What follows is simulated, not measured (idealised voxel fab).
The document below concerns the process module designated voxel wiring stack.
The cross-section shown here is cut; it is 265 nm wide and divided into square cells measuring 5 nm on a side.
Reading order for cross-sections: top band down to bottom band. Underlying form: a grid of square cells. Band size: one or more rows of cells. A band entry consists of two parts. The first gives the height of the band's top and the height of its bottom, in nm. The rest lists the band's materials from left to right, each with its width in nm. A single material labelled with the word "throughout" fills the band from edge to edge, and the word "empty" marks empty space. Height is counted from the level 0, under which the received wafer is composed throughout of one material. The lowest of the bands is not closed at the bottom but continues downward, in the notation "from 0 down". Note: "30->40" means the width goes from the first number (top row of the band) to the second number (bottom row) in equal steps per row of cells. The cross-section has no changed cell in any step marked "nothing different". "Enclosed void inventory" lists enclosed empty spaces (at least 8 cells, no open path upward to the top), each as width x height at distance from the left edge, in nm. Whatever follows a step's settings on its line is a remark the simulator itself makes about that step. A step line may carry the setting "overlay nm", which, for steps involving a mask, states the distance by which the mask lay to the right of its intended position; negative values denote displacement to the left.
**The following list gives the planned process steps**
1: RECEIVE,material Si
2: CONFORMAL_DEP,material SiO2,thk nm 15
3: DIRECTIONAL_DEP,material TiN,thk nm 5
4: DIRECTIONAL_DEP,material Ru,thk nm 25
5: MASKED_ETCH,tone cover,mask id METAL_1,width nm 25,pitch nm 45,etch materials Ru,depth nm 25,overlay nm 0
6: MASKED_ETCH,tone cover,mask id METAL_1,width nm 25,pitch nm 45,etch materials TiN,depth nm 5,overlay nm 0
7: CONFORMAL_DEP,material SiN,thk nm 5
8: FILL_DEP,material SiO2,thk nm 5
9: CMP,height nm 45
10: CONFORMAL_DEP,material SiCN,thk nm 5
11: DIRECTIONAL_DEP,material lowk,thk nm 30
12: MASKED_ETCH,tone open,mask id METAL_2,width nm 25,pitch nm 45,etch materials lowk,depth nm 15,overlay nm 0
13: DIRECTIONAL_DEP,material aC,thk nm 10
14: PATTERN,tone open,mask id METAL_2_HOLES,material resist,width nm 15,pitch nm 45,thk nm 30,overlay nm 0
15: DIRECTIONAL_ETCH,etch materials aC,depth nm 10
16: STRIP,etch materials resist
17: DIRECTIONAL_ETCH,etch materials lowk,depth nm 15
18: DIRECTIONAL_ETCH,etch materials SiCN,depth nm 5
19: STRIP,etch materials aC
20: CONFORMAL_DEP,material TiN,thk nm 5
21: FILL_DEP,material Cu,thk nm 5
22: CMP,height nm 80
23: CONFORMAL_DEP,material SiCN,thk nm 5
24: DIRECTIONAL_DEP,material SiO2,thk nm 25
25: MASKED_ETCH,tone open,mask id METAL_3_HOLES,width nm 15,pitch nm 45,etch materials SiO2,depth nm 25,overlay nm 0
26: DIRECTIONAL_DEP,material aC,thk nm 15
27: PATTERN,tone open,mask id METAL_3,material resist,width nm 25,pitch nm 45,thk nm 35,overlay nm 0
28: DIRECTIONAL_ETCH,etch materials aC,depth nm 15
29: STRIP,etch materials resist
30: DIRECTIONAL_ETCH,etch materials SiO2,depth nm 15
31: DIRECTIONAL_ETCH,etch materials SiCN,depth nm 5
32: STRIP,etch materials aC
33: CONFORMAL_DEP,material TiN,thk nm 5
34: FILL_DEP,material Cu,thk nm 5
35: CMP,height nm 110
36: CONFORMAL_DEP,material SiCN,thk nm 5
37: DIRECTIONAL_DEP,material lowk,thk nm 30
38: MASKED_ETCH,tone open,mask id METAL_4,width nm 25,pitch nm 45,etch materials lowk,depth nm 20,overlay nm 0
39: PATTERN,tone open,mask id METAL_4_HOLES,material resist,width nm 15,pitch nm 45,thk nm 15,overlay nm 0
40: DIRECTIONAL_ETCH,etch materials lowk,depth nm 10
41: DIRECTIONAL_ETCH,etch materials SiCN,depth nm 5
42: STRIP,etch materials resist
43: CONFORMAL_DEP,material TiN,thk nm 5
44: FILL_DEP,material Cu,thk nm 10
45: CMP,height nm 145
46: CONFORMAL_DEP,material SiN,thk nm 5
**Cross-sectional view of the wafer in its as-received condition, corresponding to the state after step 1**
  from 0 down | Si throughout
  Enclosed void inventory: none
**First wafer of two, sectioned at end of module; run went per plan**
  from 150 to 145 | SiN throughout
  from 145 to 130 | 75 of lowk, then 5 of TiN, then 15 of Cu, then 5 of TiN, then 20 of lowk, then 5 of TiN, then 15 of Cu, then 5 of TiN, then 20 of lowk, then 5 of TiN, then 15 of Cu, then 5 of TiN, then 75 of lowk
  from 130 to 125 | 75 of lowk, then 5 of TiN, then 5 of Cu, then 15 of TiN, then 20 of lowk, then 5 of TiN, then 5 of Cu, then 15 of TiN, then 20 of lowk, then 5 of TiN, then 5 of Cu, then 15 of TiN, then 75 of lowk
  from 125 to 115 | 75 of lowk, then 5 of TiN, then 5 of Cu, then 5 of TiN, then 30 of lowk, then 5 of TiN, then 5 of Cu, then 5 of TiN, then 30 of lowk, then 5 of TiN, then 5 of Cu, then 5 of TiN, then 85 of lowk
  from 115 to 110 | 75 of SiCN, then 15 of TiN, then 30 of SiCN, then 15 of TiN, then 30 of SiCN, then 15 of TiN, then 85 of SiCN
  from 110 to 100 | 75 of SiO2, then 5 of TiN, then 15 of Cu, then 5 of TiN, then 20 of SiO2, then 5 of TiN, then 15 of Cu, then 5 of TiN, then 20 of SiO2, then 5 of TiN, then 15 of Cu, then 5 of TiN, then 75 of SiO2
  from 100 to 95 | 75 of SiO2, then 5 of TiN, then 5 of Cu, then 15 of TiN, then 20 of SiO2, then 5 of TiN, then 5 of Cu, then 15 of TiN, then 20 of SiO2, then 5 of TiN, then 5 of Cu, then 15 of TiN, then 75 of SiO2
  from 95 to 85 | 75 of SiO2, then 5 of TiN, then 5 of Cu, then 5 of TiN, then 30 of SiO2, then 5 of TiN, then 5 of Cu, then 5 of TiN, then 30 of SiO2, then 5 of TiN, then 5 of Cu, then 5 of TiN, then 85 of SiO2
  from 85 to 80 | 75 of SiCN, then 15 of TiN, then 30 of SiCN, then 15 of TiN, then 30 of SiCN, then 15 of TiN, then 85 of SiCN
  from 80 to 70 | 75 of lowk, then 5 of TiN, then 15 of Cu, then 5 of TiN, then 20 of lowk, then 5 of TiN, then 15 of Cu, then 5 of TiN, then 20 of lowk, then 5 of TiN, then 15 of Cu, then 5 of TiN, then 75 of lowk
  from 70 to 65 | 75 of lowk, then 5 of TiN, then 5 of Cu, then 15 of TiN, then 20 of lowk, then 5 of TiN, then 5 of Cu, then 15 of TiN, then 20 of lowk, then 5 of TiN, then 5 of Cu, then 15 of TiN, then 75 of lowk
  from 65 to 50 | 75 of lowk, then 5 of TiN, then 5 of Cu, then 5 of TiN, then 30 of lowk, then 5 of TiN, then 5 of Cu, then 5 of TiN, then 30 of lowk, then 5 of TiN, then 5 of Cu, then 5 of TiN, then 85 of lowk
  from 50 to 45 | 75 of SiCN, then 15 of TiN, then 30 of SiCN, then 15 of TiN, then 30 of SiCN, then 15 of TiN, then 85 of SiCN
  from 45 to 20 | 70 of SiO2, then 5 of SiN, then 25 of Ru, then 5 of SiN, then 10 of SiO2, then 5 of SiN, then 25 of Ru, then 5 of SiN, then 10 of SiO2, then 5 of SiN, then 25 of Ru, then 5 of SiN, then 70 of SiO2
  from 20 to 15 | 75 of SiN, then 25 of TiN, then 20 of SiN, then 25 of TiN, then 20 of SiN, then 25 of TiN, then 75 of SiN
  from 15 to 0 | SiO2 throughout
  from 0 down | Si throughout
  Enclosed void inventory: none
**This cross-section belongs to the second wafer of two at the end of the module; the start and the plan were shared with the first, and the run included one mistake**
  from 150 to 145 | SiN throughout
  from 145 to 140 | Cu throughout
  from 140 to 135 | 80 of TiN, then 15 of Cu, then 30 of TiN, then 15 of Cu, then 30 of TiN, then 15 of Cu, then 80 of TiN
  from 135 to 130 | 75 of lowk, then 5 of TiN, then 15 of Cu, then 5 of TiN, then 20 of lowk, then 5 of TiN, then 15 of Cu, then 5 of TiN, then 20 of lowk, then 5 of TiN, then 15 of Cu, then 5 of TiN, then 75 of lowk
  from 130 to 125 | 75 of lowk, then 25 of TiN, then 20 of lowk, then 25 of TiN, then 20 of lowk, then 25 of TiN, then 75 of lowk
  from 125 to 115 | 90 of lowk, then 10 of TiN, then 35 of lowk, then 10 of TiN, then 35 of lowk, then 10 of TiN, then 75 of lowk
  from 115 to 110 | 90 of SiCN, then 10 of TiN, then 35 of SiCN, then 10 of TiN, then 35 of SiCN, then 10 of TiN, then 75 of SiCN
  from 110 to 100 | 75 of SiO2, then 5 of TiN, then 15 of Cu, then 5 of TiN, then 20 of SiO2, then 5 of TiN, then 15 of Cu, then 5 of TiN, then 20 of SiO2, then 5 of TiN, then 15 of Cu, then 5 of TiN, then 75 of SiO2
  from 100 to 95 | 75 of SiO2, then 5 of TiN, then 5 of Cu, then 15 of TiN, then 20 of SiO2, then 5 of TiN, then 5 of Cu, then 15 of TiN, then 20 of SiO2, then 5 of TiN, then 5 of Cu, then 15 of TiN, then 75 of SiO2
  from 95 to 85 | 75 of SiO2, then 5 of TiN, then 5 of Cu, then 5 of TiN, then 30 of SiO2, then 5 of TiN, then 5 of Cu, then 5 of TiN, then 30 of SiO2, then 5 of TiN, then 5 of Cu, then 5 of TiN, then 85 of SiO2
  from 85 to 80 | 75 of SiCN, then 15 of TiN, then 30 of SiCN, then 15 of TiN, then 30 of SiCN, then 15 of TiN, then 85 of SiCN
  from 80 to 70 | 75 of lowk, then 5 of TiN, then 15 of Cu, then 5 of TiN, then 20 of lowk, then 5 of TiN, then 15 of Cu, then 5 of TiN, then 20 of lowk, then 5 of TiN, then 15 of Cu, then 5 of TiN, then 75 of lowk
  from 70 to 65 | 75 of lowk, then 5 of TiN, then 5 of Cu, then 15 of TiN, then 20 of lowk, then 5 of TiN, then 5 of Cu, then 15 of TiN, then 20 of lowk, then 5 of TiN, then 5 of Cu, then 15 of TiN, then 75 of lowk
  from 65 to 50 | 75 of lowk, then 5 of TiN, then 5 of Cu, then 5 of TiN, then 30 of lowk, then 5 of TiN, then 5 of Cu, then 5 of TiN, then 30 of lowk, then 5 of TiN, then 5 of Cu, then 5 of TiN, then 85 of lowk
  from 50 to 45 | 75 of SiCN, then 15 of TiN, then 30 of SiCN, then 15 of TiN, then 30 of SiCN, then 15 of TiN, then 85 of SiCN
  from 45 to 20 | 70 of SiO2, then 5 of SiN, then 25 of Ru, then 5 of SiN, then 10 of SiO2, then 5 of SiN, then 25 of Ru, then 5 of SiN, then 10 of SiO2, then 5 of SiN, then 25 of Ru, then 5 of SiN, then 70 of SiO2
  from 20 to 15 | 75 of SiN, then 25 of TiN, then 20 of SiN, then 25 of TiN, then 20 of SiN, then 25 of TiN, then 75 of SiN
  from 15 to 0 | SiO2 throughout
  from 0 down | Si throughout
  Enclosed void inventory: none
The plan and the run diverged here: step 39 was processed under conditions differing from the plan, specifically as PATTERN,tone cover,mask id METAL_4_HOLES,material resist,width nm 15,pitch nm 45,thk nm 15,overlay nm 0
Cell-count delta at end, second wafer over first, by material: Cu +35 | SiCN +3 | TiN +32 | lowk -70
